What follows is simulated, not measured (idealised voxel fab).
Name of the process module below: voxel transistor to metal
Pictured: cross-section cut, 160 nm wide, on a grid of 5 nm square cells.
Each cross-section below is a grid of square cells, stated as bands in top-down order, with one or more rows of cells making up each band. Per band: top height and bottom height in nm, followed by the left-to-right materials and their widths in nm; "everywhere" marks a single material spanning edge to edge, "empty" marks empty space. Heights from 0 (as-received wafer is one material below). Bottom band endless downward, as "top 0, no bottom". Width spec "30 to 40" -> top row of cells at first value, bottom row at second value, equal per-row change in between. Reading "no change occurred" for a step: not a cell of the cross-section changed in it. Closed-off voids of 8+ cells (no open route to the top) go in "Unvented voids", written width x height at distance from the left edge, in nm. Whatever follows a step's settings on its line is a remark the simulator itself makes about that step. A step's line can hold "overlay nm"; with a mask on that step, the setting says how far right of the planned place the mask lay, while a negative setting says it lay to the left. Before/after cross-section pairs, one process step each; after shown to lowest changed band; step and settings beneath. Pairs may be from different runs of this module on the same starting wafer; a pair continues from the one above only where its "Before the process" entry says so.

## Before the process
    top 70, bottom 50  25 of lowk, 20 of empty, 65 of lowk, 20 of empty, 30 of lowk
    top 50, bottom 45  25 of SiN, 20 of empty, 65 of SiN, 20 of empty, 30 of SiN
    top 45, bottom 35  30 of SiO2, 5 of TiN, 20 to 15 of Ru, 5 to 10 of TiN, 40 of SiO2, 5 of TiN, 20 of Ru, 5 of TiN, 30 of SiO2
    top 35, bottom 25  30 of SiO2, 5 of TiN, 15 of Ru, 5 of TiN, 5 of SiN, 5 of SiO2, 25 of SiCN, 5 of SiO2, 5 of SiN, 5 of TiN, 20 of Ru, 5 of TiN, 30 of SiO2
    top 25, bottom 5  30 of SiO2, 5 of TiN, 15 of Ru, 5 of TiN, 5 of SiN, 5 of SiO2, 25 of polySi, 5 of SiO2, 5 of SiN, 5 of TiN, 20 of Ru, 5 of TiN, 30 of SiO2
    top 5, bottom 0  30 of SiO2, 25 of TiN, 5 of SiN, 5 of SiO2, 25 of polySi, 5 of SiO2, 5 of SiN, 30 of TiN, 30 of SiO2
    top 0, bottom -5  20 of SiO2, 35 of pSi, 45 of SiO2, 35 of pSi, 25 of SiO2
    top -5, bottom -35  25 of SiO2, 105 of Si, 30 of SiO2
    top -35, no bottom  Si everywhere
    Unvented voids: none

## Sectional View, Post-Process
    top 75, bottom 70  30 of TiN, 10 of empty, 75 of TiN, 10 of empty, 35 of TiN
    top 70, bottom 50  25 of lowk, 5 of TiN, 10 of empty, 5 of TiN, 65 of lowk, 5 of TiN, 10 of empty, 5 of TiN, 30 of lowk
    top 50, bottom 45  25 of SiN, 20 of TiN, 65 of SiN, 20 of TiN, 30 of SiN
    Beneath the level 45, the cross-section is identical to its previous state.
    Unvented voids: none
Which step turns the before cross-section above into the after cross-section? CONFORMAL_DEP, material TiN, thk nm 5

Before the process: see preceding pair, after cross-section.

## Sectional View, Post-Process
    top 80, bottom 75  W everywhere
    top 75, bottom 70  30 of TiN, 10 of W, 75 of TiN, 10 of W, 35 of TiN
    top 70, bottom 50  25 of lowk, 5 of TiN, 10 of W, 5 of TiN, 65 of lowk, 5 of TiN, 10 of W, 5 of TiN, 30 of lowk
    Beneath the level 50, the cross-section is identical to its previous state.
    Unvented voids: none
Which step turns the before cross-section above into the after cross-section? FILL_DEP, material W, thk nm 5

Before the process: see preceding pair, after cross-section.

## Sectional View, Post-Process
    top 70, bottom 50  25 of lowk, 5 of TiN, 10 of W, 5 of TiN, 65 of lowk, 5 of TiN, 10 of W, 5 of TiN, 30 of lowk
    Beneath the level 50, the cross-section is identical to its previous state.
    Unvented voids: none
Which step turns the before cross-section above into the after cross-section? CMP, height nm 70

Before the process: see preceding pair, after cross-section.

## Sectional View, Post-Process
    top 75, bottom 70  20 of empty, 30 of Ru, 55 of empty, 30 of Ru, 25 of empty
    Beneath the level 70, the cross-section is identical to its previous state.
    Unvented voids: none
Which step turns the before cross-section above into the after cross-section? EPI, material Ru, thk nm 5

Before the process: see preceding pair, after cross-section.

## Sectional View, Post-Process
    top 80, bottom 75  SiCN everywhere
    top 75, bottom 70  20 of SiCN, 30 of Ru, 55 of SiCN, 30 of Ru, 25 of SiCN
    Beneath the level 70, the cross-section is identical to its previous state.
    Unvented voids: none
Which step turns the before cross-section above into the after cross-section? FILL_DEP, material SiCN, thk nm 5

## Before the process
    top 35, bottom 25  SiCN everywhere
    top 25, bottom 0  polySi everywhere
    top 0, bottom -5  SiO2 everywhere
    top -5, bottom -35  25 of SiO2, 105 of Si, 30 of SiO2
    top -35, no bottom  Si everywhere
    Unvented voids: none

## Sectional View, Post-Process
    top 55, bottom 35  60 of empty, 25 of resist, 75 of empty
    Beneath the level 35, the cross-section is identical to its previous state.
    Unvented voids: none
Which step turns the before cross-section above into the after cross-section? PATTERN, tone cover, mask id GATE, material resist, width nm 25, thk nm 20, overlay nm -5

Before the process: see preceding pair, after cross-section.

## Sectional View, Post-Process
    top 55, bottom 35  60 of empty, 25 of resist, 75 of empty
    top 35, bottom 25  60 of empty, 25 of SiCN, 75 of empty
    Beneath the level 25, the cross-section is identical to its previous state.
    Unvented voids: none
Which step turns the before cross-section above into the after cross-section? DIRECTIONAL_ETCH, etch materials SiCN, depth nm 20

Before the process: see preceding pair, after cross-section.

## Sectional View, Post-Process
    top 55, bottom 35  60 of empty, 25 of resist, 75 of empty
    top 35, bottom 25  60 of empty, 25 of SiCN, 75 of empty
    top 25, bottom 0  60 of empty, 25 of polySi, 75 of empty
    Beneath the level 0, the cross-section is identical to its previous state.
    Unvented voids: none
Which step turns the before cross-section above into the after cross-section? DIRECTIONAL_ETCH, etch materials polySi, depth nm 35

Before the process: see preceding pair, after cross-section.

## Sectional View, Post-Process
    top 35, bottom 25  60 of empty, 25 of SiCN, 75 of empty
    Beneath the level 25, the cross-section is identical to its previous state.
    Unvented voids: none
Which step turns the before cross-section above into the after cross-section? STRIP, etch materials resist

Before the process: see preceding pair, after cross-section.

## Sectional View, Post-Process
    top 40, bottom 35  55 of empty, 35 of SiO2, 70 of empty
    top 35, bottom 25  55 of empty, 5 of SiO2, 25 of SiCN, 5 of SiO2, 70 of empty
    top 25, bottom 5  55 of empty, 5 of SiO2, 25 of polySi, 5 of SiO2, 70 of empty
    top 5, bottom 0  60 of SiO2, 25 of polySi, 75 of SiO2
    Beneath the level 0, the cross-section is identical to its previous state.
    Unvented voids: none
Which step turns the before cross-section above into the after cross-section? CONFORMAL_DEP, material SiO2, thk nm 5

Before the process: see preceding pair, after cross-section.

## Sectional View, Post-Process
    top 35, bottom 25  55 of empty, 5 of SiO2, 25 of SiCN, 5 of SiO2, 70 of empty
    top 25, bottom 0  55 of empty, 5 of SiO2, 25 of polySi, 5 of SiO2, 70 of empty
    Beneath the level 0, the cross-section is identical to its previous state.
    Unvented voids: none
Which step turns the before cross-section above into the after cross-section? DIRECTIONAL_ETCH, etch materials SiO2, depth nm 5

Before the process: see preceding pair, after cross-section.

## Sectional View, Post-Process
    top 40, bottom 35  50 of empty, 45 of SiN, 65 of empty
    top 35, bottom 25  50 of empty, 5 of SiN, 5 of SiO2, 25 of SiCN, 5 of SiO2, 5 of SiN, 65 of empty
    top 25, bottom 5  50 of empty, 5 of SiN, 5 of SiO2, 25 of polySi, 5 of SiO2, 5 of SiN, 65 of empty
    top 5, bottom 0  55 of SiN, 5 of SiO2, 25 of polySi, 5 of SiO2, 70 of SiN
    Beneath the level 0, the cross-section is identical to its previous state.
    Unvented voids: none
Which step turns the before cross-section above into the after cross-section? CONFORMAL_DEP, material SiN, thk nm 5

Before the process: see preceding pair, after cross-section.

## Sectional View, Post-Process
    top 35, bottom 25  50 of empty, 5 of SiN, 5 of SiO2, 25 of SiCN, 5 of SiO2, 5 of SiN, 65 of empty
    top 25, bottom 0  50 of empty, 5 of SiN, 5 of SiO2, 25 of polySi, 5 of SiO2, 5 of SiN, 65 of empty
    Beneath the level 0, the cross-section is identical to its previous state.
    Unvented voids: none
Which step turns the before cross-section above into the after cross-section? DIRECTIONAL_ETCH, etch materials SiN, depth nm 5

Before the process: see preceding pair, after cross-section.

## Sectional View, Post-Process
    top 35, bottom 30  50 of empty, 5 of SiN, 5 of empty, 25 of SiCN, 5 of empty, 5 of SiN, 65 of empty
    top 30, bottom 25  50 of empty, 5 of SiN, 5 of SiO2, 25 of SiCN, 5 of SiO2, 5 of SiN, 65 of empty
    top 25, bottom 0  50 of empty, 5 of SiN, 5 of SiO2, 25 of polySi, 5 of SiO2, 5 of SiN, 65 of empty
    top 0, bottom -5  50 of empty, 45 of SiO2, 65 of empty
    Beneath the level -5, the cross-section is identical to its previous state.
    Unvented voids: none
Which step turns the before cross-section above into the after cross-section? DIRECTIONAL_ETCH, etch materials SiO2, depth nm 5

Before the process: see preceding pair, after cross-section.

## Sectional View, Post-Process
    top 35, bottom 30  50 of empty, 5 of SiN, 5 of empty, 25 of SiCN, 5 of empty, 5 of SiN, 65 of empty
    top 30, bottom 25  50 of empty, 5 of SiN, 5 of SiO2, 25 of SiCN, 5 of SiO2, 5 of SiN, 65 of empty
    top 25, bottom 0  50 of empty, 5 of SiN, 5 of SiO2, 25 of polySi, 5 of SiO2, 5 of SiN, 65 of empty
    top 0, bottom -5  20 of empty, 30 of pSi, 45 of SiO2, 40 of pSi, 25 of empty
    Beneath the level -5, the cross-section is identical to its previous state.
    Unvented voids: none
Which step turns the before cross-section above into the after cross-section? EPI, material pSi, thk nm 5

Before the process: see preceding pair, after cross-section.

## Sectional View, Post-Process
    top 45, bottom 35  SiO2 everywhere
    top 35, bottom 25  50 of SiO2, 5 of SiN, 5 of SiO2, 25 of SiCN, 5 of SiO2, 5 of SiN, 65 of SiO2
    top 25, bottom 0  50 of SiO2, 5 of SiN, 5 of SiO2, 25 of polySi, 5 of SiO2, 5 of SiN, 65 of SiO2
    top 0, bottom -5  20 of SiO2, 30 of pSi, 45 of SiO2, 40 of pSi, 25 of SiO2
    Beneath the level -5, the cross-section is identical to its previous state.
    Unvented voids: none
Which step turns the before cross-section above into the after cross-section? FILL_DEP, material SiO2, thk nm 10

Before the process: see preceding pair, after cross-section.

## Sectional View, Post-Process
    top 35, bottom 25  50 of SiO2, 5 of SiN, 5 of SiO2, 25 of SiCN, 5 of SiO2, 5 of SiN, 65 of SiO2
    Beneath the level 25, the cross-section is identical to its previous state.
    Unvented voids: none
Which step turns the before cross-section above into the after cross-section? CMP, height nm 35

Before the process: see preceding pair, after cross-section.

## Sectional View, Post-Process
    top 45, bottom 35  SiO2 everywhere
    Beneath the level 35, the cross-section is identical to its previous state.
    Unvented voids: none
Which step turns the before cross-section above into the after cross-section? DIRECTIONAL_DEP, material SiO2, thk nm 10

Before the process: see preceding pair, after cross-section.

## Sectional View, Post-Process
    top 45, bottom 35  25 of SiO2, 35 of empty, 35 of SiO2, 35 of empty, 30 of SiO2
    top 35, bottom 25  25 of SiO2, 25 of empty, 5 of SiN, 5 of empty, 25 of SiCN, 5 of SiO2, 5 of SiN, 35 of empty, 30 of SiO2
    top 25, bottom 0  25 of SiO2, 25 of empty, 5 of SiN, 5 of empty, 25 of polySi, 5 of SiO2, 5 of SiN, 35 of empty, 30 of SiO2
    Beneath the level 0, the cross-section is identical to its previous state.
    Unvented voids: none
Which step turns the before cross-section above into the after cross-section? MASKED_ETCH, tone open, mask id CONTACT, width nm 35, pitch nm 70, etch materials SiO2, depth nm 45, overlay nm 0

Before the process: see preceding pair, after cross-section.

## Sectional View, Post-Process
    top 50, bottom 45  30 of TiN, 25 of empty, 45 of TiN, 25 of empty, 35 of TiN
    top 45, bottom 35  25 of SiO2, 5 of TiN, 25 to 15 of empty, 5 to 15 of TiN, 35 of SiO2, 5 of TiN, 25 of empty, 5 of TiN, 30 of SiO2
    top 35, bottom 25  25 of SiO2, 5 of TiN, 15 of empty, 5 of TiN, 5 of SiN, 5 of TiN, 25 of SiCN, 5 of SiO2, 5 of SiN, 5 of TiN, 25 of empty, 5 of TiN, 30 of SiO2
    top 25, bottom 5  25 of SiO2, 5 of TiN, 15 of empty, 5 of TiN, 5 of SiN, 5 of TiN, 25 of polySi, 5 of SiO2, 5 of SiN, 5 of TiN, 25 of empty, 5 of TiN, 30 of SiO2
    top 5, bottom 0  25 of SiO2, 25 of TiN, 5 of SiN, 5 of TiN, 25 of polySi, 5 of SiO2, 5 of SiN, 35 of TiN, 30 of SiO2
    Beneath the level 0, the cross-section is identical to its previous state.
    Unvented voids: none
Which step turns the before cross-section above into the after cross-section? CONFORMAL_DEP, material TiN, thk nm 5

Before the process: see preceding pair, after cross-section.

## Sectional View, Post-Process
    top 60, bottom 50  Ru everywhere
    top 50, bottom 45  30 of TiN, 25 of Ru, 45 of TiN, 25 of Ru, 35 of TiN
    top 45, bottom 35  25 of SiO2, 5 of TiN, 25 to 15 of Ru, 5 to 15 of TiN, 35 of SiO2, 5 of TiN, 25 of Ru, 5 of TiN, 30 of SiO2
    top 35, bottom 25  25 of SiO2, 5 of TiN, 15 of Ru, 5 of TiN, 5 of SiN, 5 of TiN, 25 of SiCN, 5 of SiO2, 5 of SiN, 5 of TiN, 25 of Ru, 5 of TiN, 30 of SiO2
    top 25, bottom 5  25 of SiO2, 5 of TiN, 15 of Ru, 5 of TiN, 5 of SiN, 5 of TiN, 25 of polySi, 5 of SiO2, 5 of SiN, 5 of TiN, 25 of Ru, 5 of TiN, 30 of SiO2
    Beneath the level 5, the cross-section is identical to its previous state.
    Unvented voids: none
Which step turns the before cross-section above into the after cross-section? FILL_DEP, material Ru, thk nm 10

Before the process: see preceding pair, after cross-section.

## Sectional View, Post-Process
    top 45, bottom 35  25 of SiO2, 5 of TiN, 25 to 15 of Ru, 5 to 15 of TiN, 35 of SiO2, 5 of TiN, 25 of Ru, 5 of TiN, 30 of SiO2
    Beneath the level 35, the cross-section is identical to its previous state.
    Unvented voids: none
Which step turns the before cross-section above into the after cross-section? CMP, height nm 45

Before the process: see preceding pair, after cross-section.

## Sectional View, Post-Process
    top 50, bottom 45  SiN everywhere
    Beneath the level 45, the cross-section is identical to its previous state.
    Unvented voids: none
Which step turns the before cross-section above into the after cross-section? CONFORMAL_DEP, material SiN, thk nm 5

Before the process: see preceding pair, after cross-section.

## Sectional View, Post-Process
    top 70, bottom 50  lowk everywhere
    Beneath the level 50, the cross-section is identical to its previous state.
    Unvented voids: none
Which step turns the before cross-section above into the after cross-section? DIRECTIONAL_DEP, material lowk, thk nm 20

Before the process: see preceding pair, after cross-section.

## Sectional View, Post-Process
    top 90, bottom 70  25 of resist, 20 of empty, 65 of resist, 20 of empty, 30 of resist
    Beneath the level 70, the cross-section is identical to its previous state.
    Unvented voids: none
Which step turns the before cross-section above into the after cross-section? PATTERN, tone open, mask id METAL_1, material resist, width nm 20, pitch nm 85, thk nm 20, overlay nm 0

Before the process: see preceding pair, after cross-section.

## Sectional View, Post-Process
    top 90, bottom 70  25 of resist, 20 of empty, 65 of resist, 20 of empty, 30 of resist
    top 70, bottom 50  25 of lowk, 20 of empty, 65 of lowk, 20 of empty, 30 of lowk
    Beneath the level 50, the cross-section is identical to its previous state.
    Unvented voids: none
Which step turns the before cross-section above into the after cross-section? DIRECTIONAL_ETCH, etch materials lowk, depth nm 20

Before the process: see preceding pair, after cross-section.

## Sectional View, Post-Process
    top 90, bottom 70  25 of resist, 20 of empty, 65 of resist, 20 of empty, 30 of resist
    top 70, bottom 50  25 of lowk, 20 of empty, 65 of lowk, 20 of empty, 30 of lowk
    top 50, bottom 45  25 of SiN, 20 of empty, 65 of SiN, 20 of empty, 30 of SiN
    Beneath the level 45, the cross-section is identical to its previous state.
    Unvented voids: none
Which step turns the before cross-section above into the after cross-section? DIRECTIONAL_ETCH, etch materials SiN, depth nm 5

Before the process: see preceding pair, after cross-section.

## Sectional View, Post-Process
    top 70, bottom 50  25 of lowk, 20 of empty, 65 of lowk, 20 of empty, 30 of lowk
    Beneath the level 50, the cross-section is identical to its previous state.
    Unvented voids: none
Which step turns the before cross-section above into the after cross-section? STRIP, etch materials resist

Before the process: see preceding pair, after cross-section.

## Sectional View, Post-Process
    top 75, bottom 70  30 of TiN, 10 of empty, 75 of TiN, 10 of empty, 35 of TiN
    top 70, bottom 50  25 of lowk, 5 of TiN, 10 of empty, 5 of TiN, 65 of lowk, 5 of TiN, 10 of empty, 5 of TiN, 30 of lowk
    top 50, bottom 45  25 of SiN, 20 of TiN, 65 of SiN, 20 of TiN, 30 of SiN
    Beneath the level 45, the cross-section is identical to its previous state.
    Unvented voids: none
Which step turns the before cross-section above into the after cross-section? CONFORMAL_DEP, material TiN, thk nm 5

Before the process: see preceding pair, after cross-section.

## Sectional View, Post-Process
    top 80, bottom 75  W everywhere
    top 75, bottom 70  30 of TiN, 10 of W, 75 of TiN, 10 of W, 35 of TiN
    top 70, bottom 50  25 of lowk, 5 of TiN, 10 of W, 5 of TiN, 65 of lowk, 5 of TiN, 10 of W, 5 of TiN, 30 of lowk
    Beneath the level 50, the cross-section is identical to its previous state.
    Unvented voids: none
Which step turns the before cross-section above into the after cross-section? FILL_DEP, material W, thk nm 5

Before the process: see preceding pair, after cross-section.

## Sectional View, Post-Process
    top 70, bottom 50  25 of lowk, 5 of TiN, 10 of W, 5 of TiN, 65 of lowk, 5 of TiN, 10 of W, 5 of TiN, 30 of lowk
    Beneath the level 50, the cross-section is identical to its previous state.
    Unvented voids: none
Which step turns the before cross-section above into the after cross-section? CMP, height nm 70

Before the process: see preceding pair, after cross-section.

## Sectional View, Post-Process
    top 75, bottom 70  20 of empty, 30 of Ru, 55 of empty, 30 of Ru, 25 of empty
    Beneath the level 70, the cross-section is identical to its previous state.
    Unvented voids: none
Which step turns the before cross-section above into the after cross-section? EPI, material Ru, thk nm 5

Before the process: see preceding pair, after cross-section.

## Sectional View, Post-Process
    top 80, bottom 75  SiCN everywhere
    top 75, bottom 70  20 of SiCN, 30 of Ru, 55 of SiCN, 30 of Ru, 25 of SiCN
    Beneath the level 70, the cross-section is identical to its previous state.
    Unvented voids: none
Which step turns the before cross-section above into the after cross-section? FILL_DEP, material SiCN, thk nm 5

## Before the process
    top 45, bottom 35  25 of SiO2, 35 of empty, 35 of SiO2, 35 of empty, 30 of SiO2
    top 35, bottom 25  25 of SiO2, 30 of empty, 5 of SiN, 5 of SiO2, 25 of SiCN, 5 of SiO2, 5 of SiN, 30 of empty, 30 of SiO2
    top 25, bottom 0  25 of SiO2, 30 of empty, 5 of SiN, 5 of SiO2, 25 of polySi, 5 of SiO2, 5 of SiN, 30 of empty, 30 of SiO2
    top 0, bottom -5  20 of SiO2, 35 of pSi, 45 of SiO2, 35 of pSi, 25 of SiO2
    top -5, bottom -35  25 of SiO2, 105 of Si, 30 of SiO2
    top -35, no bottom  Si everywhere
    Unvented voids: none

## Sectional View, Post-Process
    top 50, bottom 45  30 of polySi, 25 of empty, 45 of polySi, 25 of empty, 35 of polySi
    top 45, bottom 35  25 of SiO2, 5 of polySi, 25 to 20 of empty, 5 to 10 of polySi, 35 of SiO2, 5 to 10 of polySi, 25 to 20 of empty, 5 of polySi, 30 of SiO2
    top 35, bottom 25  25 of SiO2, 5 of polySi, 20 of empty, 5 of polySi, 5 of SiN, 5 of SiO2, 25 of SiCN, 5 of SiO2, 5 of SiN, 5 of polySi, 20 of empty, 5 of polySi, 30 of SiO2
    top 25, bottom 5  25 of SiO2, 5 of polySi, 20 of empty, 5 of polySi, 5 of SiN, 5 of SiO2, 25 of polySi, 5 of SiO2, 5 of SiN, 5 of polySi, 20 of empty, 5 of polySi, 30 of SiO2
    top 5, bottom 0  25 of SiO2, 30 of polySi, 5 of SiN, 5 of SiO2, 25 of polySi, 5 of SiO2, 5 of SiN, 30 of polySi, 30 of SiO2
    Beneath the level 0, the cross-section is identical to its previous state.
    Unvented voids: none
Which step turns the before cross-section above into the after cross-section? CONFORMAL_DEP, material polySi, thk nm 5

Before the process: see preceding pair, after cross-section.

## Sectional View, Post-Process
    top 60, bottom 50  Ru everywhere
    top 50, bottom 45  30 of polySi, 25 of Ru, 45 of polySi, 25 of Ru, 35 of polySi
    top 45, bottom 35  25 of SiO2, 5 of polySi, 25 to 20 of Ru, 5 to 10 of polySi, 35 of SiO2, 5 to 10 of polySi, 25 to 20 of Ru, 5 of polySi, 30 of SiO2
    top 35, bottom 25  25 of SiO2, 5 of polySi, 20 of Ru, 5 of polySi, 5 of SiN, 5 of SiO2, 25 of SiCN, 5 of SiO2, 5 of SiN, 5 of polySi, 20 of Ru, 5 of polySi, 30 of SiO2
    top 25, bottom 5  25 of SiO2, 5 of polySi, 20 of Ru, 5 of polySi, 5 of SiN, 5 of SiO2, 25 of polySi, 5 of SiO2, 5 of SiN, 5 of polySi, 20 of Ru, 5 of polySi, 30 of SiO2
    Beneath the level 5, the cross-section is identical to its previous state.
    Unvented voids: none
Which step turns the before cross-section above into the after cross-section? FILL_DEP, material Ru, thk nm 10

Before the process: see preceding pair, after cross-section.

## Sectional View, Post-Process
    top 45, bottom 35  25 of SiO2, 5 of polySi, 25 to 20 of Ru, 5 to 10 of polySi, 35 of SiO2, 5 to 10 of polySi, 25 to 20 of Ru, 5 of polySi, 30 of SiO2
    Beneath the level 35, the cross-section is identical to its previous state.
    Unvented voids: none
Which step turns the before cross-section above into the after cross-section? CMP, height nm 45

Before the process: see preceding pair, after cross-section.

## Sectional View, Post-Process
    top 50, bottom 45  SiN everywhere
    Beneath the level 45, the cross-section is identical to its previous state.
    Unvented voids: none
Which step turns the before cross-section above into the after cross-section? CONFORMAL_DEP, material SiN, thk nm 5

Before the process: see preceding pair, after cross-section.

## Sectional View, Post-Process
    top 70, bottom 50  lowk everywhere
    Beneath the level 50, the cross-section is identical to its previous state.
    Unvented voids: none
Which step turns the before cross-section above into the after cross-section? DIRECTIONAL_DEP, material lowk, thk nm 20

Before the process: see preceding pair, after cross-section.

## Sectional View, Post-Process
    top 90, bottom 70  25 of resist, 20 of empty, 65 of resist, 20 of empty, 30 of resist
    Beneath the level 70, the cross-section is identical to its previous state.
    Unvented voids: none
Which step turns the before cross-section above into the after cross-section? PATTERN, tone open, mask id METAL_1, material resist, width nm 20, pitch nm 85, thk nm 20, overlay nm 0

Before the process: see preceding pair, after cross-section.

## Sectional View, Post-Process
    top 90, bottom 70  25 of resist, 20 of empty, 65 of resist, 20 of empty, 30 of resist
    top 70, bottom 50  25 of lowk, 20 of empty, 65 of lowk, 20 of empty, 30 of lowk
    Beneath the level 50, the cross-section is identical to its previous state.
    Unvented voids: none
Which step turns the before cross-section above into the after cross-section? DIRECTIONAL_ETCH, etch materials lowk, depth nm 20

Before the process: see preceding pair, after cross-section.

## Sectional View, Post-Process
    top 90, bottom 70  25 of resist, 20 of empty, 65 of resist, 20 of empty, 30 of resist
    top 70, bottom 50  25 of lowk, 20 of empty, 65 of lowk, 20 of empty, 30 of lowk
    top 50, bottom 45  25 of SiN, 20 of empty, 65 of SiN, 20 of empty, 30 of SiN
    Beneath the level 45, the cross-section is identical to its previous state.
    Unvented voids: none
Which step turns the before cross-section above into the after cross-section? DIRECTIONAL_ETCH, etch materials SiN, depth nm 5

Before the process: see preceding pair, after cross-section.

## Sectional View, Post-Process
    top 70, bottom 50  25 of lowk, 20 of empty, 65 of lowk, 20 of empty, 30 of lowk
    Beneath the level 50, the cross-section is identical to its previous state.
    Unvented voids: none
Which step turns the before cross-section above into the after cross-section? STRIP, etch materials resist

Before the process: see preceding pair, after cross-section.

## Sectional View, Post-Process
    top 75, bottom 70  30 of TiN, 10 of empty, 75 of TiN, 10 of empty, 35 of TiN
    top 70, bottom 50  25 of lowk, 5 of TiN, 10 of empty, 5 of TiN, 65 of lowk, 5 of TiN, 10 of empty, 5 of TiN, 30 of lowk
    top 50, bottom 45  25 of SiN, 20 of TiN, 65 of SiN, 20 of TiN, 30 of SiN
    Beneath the level 45, the cross-section is identical to its previous state.
    Unvented voids: none
Which step turns the before cross-section above into the after cross-section? CONFORMAL_DEP, material TiN, thk nm 5

Before the process: see preceding pair, after cross-section.

## Sectional View, Post-Process
    top 80, bottom 75  W everywhere
    top 75, bottom 70  30 of TiN, 10 of W, 75 of TiN, 10 of W, 35 of TiN
    top 70, bottom 50  25 of lowk, 5 of TiN, 10 of W, 5 of TiN, 65 of lowk, 5 of TiN, 10 of W, 5 of TiN, 30 of lowk
    Beneath the level 50, the cross-section is identical to its previous state.
    Unvented voids: none
Which step turns the before cross-section above into the after cross-section? FILL_DEP, material W, thk nm 5

Before the process: see preceding pair, after cross-section.

## Sectional View, Post-Process
    top 70, bottom 50  25 of lowk, 5 of TiN, 10 of W, 5 of TiN, 65 of lowk, 5 of TiN, 10 of W, 5 of TiN, 30 of lowk
    Beneath the level 50, the cross-section is identical to its previous state.
    Unvented voids: none
Which step turns the before cross-section above into the after cross-section? CMP, height nm 70

Before the process: see preceding pair, after cross-section.

## Sectional View, Post-Process
    top 75, bottom 70  20 of empty, 30 of Ru, 55 of empty, 30 of Ru, 25 of empty
    Beneath the level 70, the cross-section is identical to its previous state.
    Unvented voids: none
Which step turns the before cross-section above into the after cross-section? EPI, material Ru, thk nm 5

Before the process: see preceding pair, after cross-section.

## Sectional View, Post-Process
    top 80, bottom 75  SiCN everywhere
    top 75, bottom 70  20 of SiCN, 30 of Ru, 55 of SiCN, 30 of Ru, 25 of SiCN
    Beneath the level 70, the cross-section is identical to its previous state.
    Unvented voids: none
Which step turns the before cross-section above into the after cross-section? FILL_DEP, material SiCN, thk nm 5

## Before the process
    top 35, bottom 25  SiCN everywhere
    top 25, bottom 0  polySi everywhere
    top 0, bottom -5  SiO2 everywhere
    top -5, bottom -35  25 of SiO2, 105 of Si, 30 of SiO2
    top -35, no bottom  Si everywhere
    Unvented voids: none

## Sectional View, Post-Process
    top 55, bottom 35  65 of resist, 25 of empty, 70 of resist
    Beneath the level 35, the cross-section is identical to its previous state.
    Unvented voids: none
Which step turns the before cross-section above into the after cross-section? PATTERN, tone open, mask id GATE, material resist, width nm 25, thk nm 20, overlay nm 0

Before the process: see preceding pair, after cross-section.

## Sectional View, Post-Process
    top 55, bottom 35  65 of resist, 25 of empty, 70 of resist
    top 35, bottom 25  65 of SiCN, 25 of empty, 70 of SiCN
    Beneath the level 25, the cross-section is identical to its previous state.
    Unvented voids: none
Which step turns the before cross-section above into the after cross-section? DIRECTIONAL_ETCH, etch materials SiCN, depth nm 20

Before the process: see preceding pair, after cross-section.

## Sectional View, Post-Process
    top 55, bottom 35  65 of resist, 25 of empty, 70 of resist
    top 35, bottom 25  65 of SiCN, 25 of empty, 70 of SiCN
    top 25, bottom 0  65 of polySi, 25 of empty, 70 of polySi
    Beneath the level 0, the cross-section is identical to its previous state.
    Unvented voids: none
Which step turns the before cross-section above into the after cross-section? DIRECTIONAL_ETCH, etch materials polySi, depth nm 35

Before the process: see preceding pair, after cross-section.

## Sectional View, Post-Process
    top 35, bottom 25  65 of SiCN, 25 of empty, 70 of SiCN
    Beneath the level 25, the cross-section is identical to its previous state.
    Unvented voids: none
Which step turns the before cross-section above into the after cross-section? STRIP, etch materials resist

Before the process: see preceding pair, after cross-section.

## Sectional View, Post-Process
    top 40, bottom 35  70 of SiO2, 15 of empty, 75 of SiO2
    top 35, bottom 25  65 of SiCN, 5 of SiO2, 15 of empty, 5 of SiO2, 70 of SiCN
    top 25, bottom 5  65 of polySi, 5 of SiO2, 15 of empty, 5 of SiO2, 70 of polySi
    top 5, bottom 0  65 of polySi, 25 of SiO2, 70 of polySi
    Beneath the level 0, the cross-section is identical to its previous state.
    Unvented voids: none
Which step turns the before cross-section above into the after cross-section? CONFORMAL_DEP, material SiO2, thk nm 5

Before the process: see preceding pair, after cross-section.

## Sectional View, Post-Process
    top 35, bottom 25  65 of SiCN, 5 of SiO2, 15 of empty, 5 of SiO2, 70 of SiCN
    top 25, bottom 0  65 of polySi, 5 of SiO2, 15 of empty, 5 of SiO2, 70 of polySi
    Beneath the level 0, the cross-section is identical to its previous state.
    Unvented voids: none
Which step turns the before cross-section above into the after cross-section? DIRECTIONAL_ETCH, etch materials SiO2, depth nm 5

Before the process: see preceding pair, after cross-section.

## Sectional View, Post-Process
    top 40, bottom 35  75 of SiN, 5 of empty, 80 of SiN
    top 35, bottom 25  65 of SiCN, 5 of SiO2, 5 of SiN, 5 of empty, 5 of SiN, 5 of SiO2, 70 of SiCN
    top 25, bottom 5  65 of polySi, 5 of SiO2, 5 of SiN, 5 of empty, 5 of SiN, 5 of SiO2, 70 of polySi
    top 5, bottom 0  65 of polySi, 5 of SiO2, 15 of SiN, 5 of SiO2, 70 of polySi
    Beneath the level 0, the cross-section is identical to its previous state.
    Unvented voids: none
Which step turns the before cross-section above into the after cross-section? CONFORMAL_DEP, material SiN, thk nm 5

Before the process: see preceding pair, after cross-section.

## Sectional View, Post-Process
    top 35, bottom 25  65 of SiCN, 5 of SiO2, 5 of SiN, 5 of empty, 5 of SiN, 5 of SiO2, 70 of SiCN
    top 25, bottom 0  65 of polySi, 5 of SiO2, 5 of SiN, 5 of empty, 5 of SiN, 5 of SiO2, 70 of polySi
    Beneath the level 0, the cross-section is identical to its previous state.
    Unvented voids: none
Which step turns the before cross-section above into the after cross-section? DIRECTIONAL_ETCH, etch materials SiN, depth nm 5

Before the process: see preceding pair, after cross-section.

## Sectional View, Post-Process
    top 35, bottom 30  65 of SiCN, 5 of empty, 5 of SiN, 5 of empty, 5 of SiN, 5 of empty, 70 of SiCN
    top 30, bottom 25  65 of SiCN, 5 of SiO2, 5 of SiN, 5 of empty, 5 of SiN, 5 of SiO2, 70 of SiCN
    top 25, bottom 0  65 of polySi, 5 of SiO2, 5 of SiN, 5 of empty, 5 of SiN, 5 of SiO2, 70 of polySi
    top 0, bottom -5  75 of SiO2, 5 of empty, 80 of SiO2
    Beneath the level -5, the cross-section is identical to its previous state.
    Unvented voids: none
Which step turns the before cross-section above into the after cross-section? DIRECTIONAL_ETCH, etch materials SiO2, depth nm 5
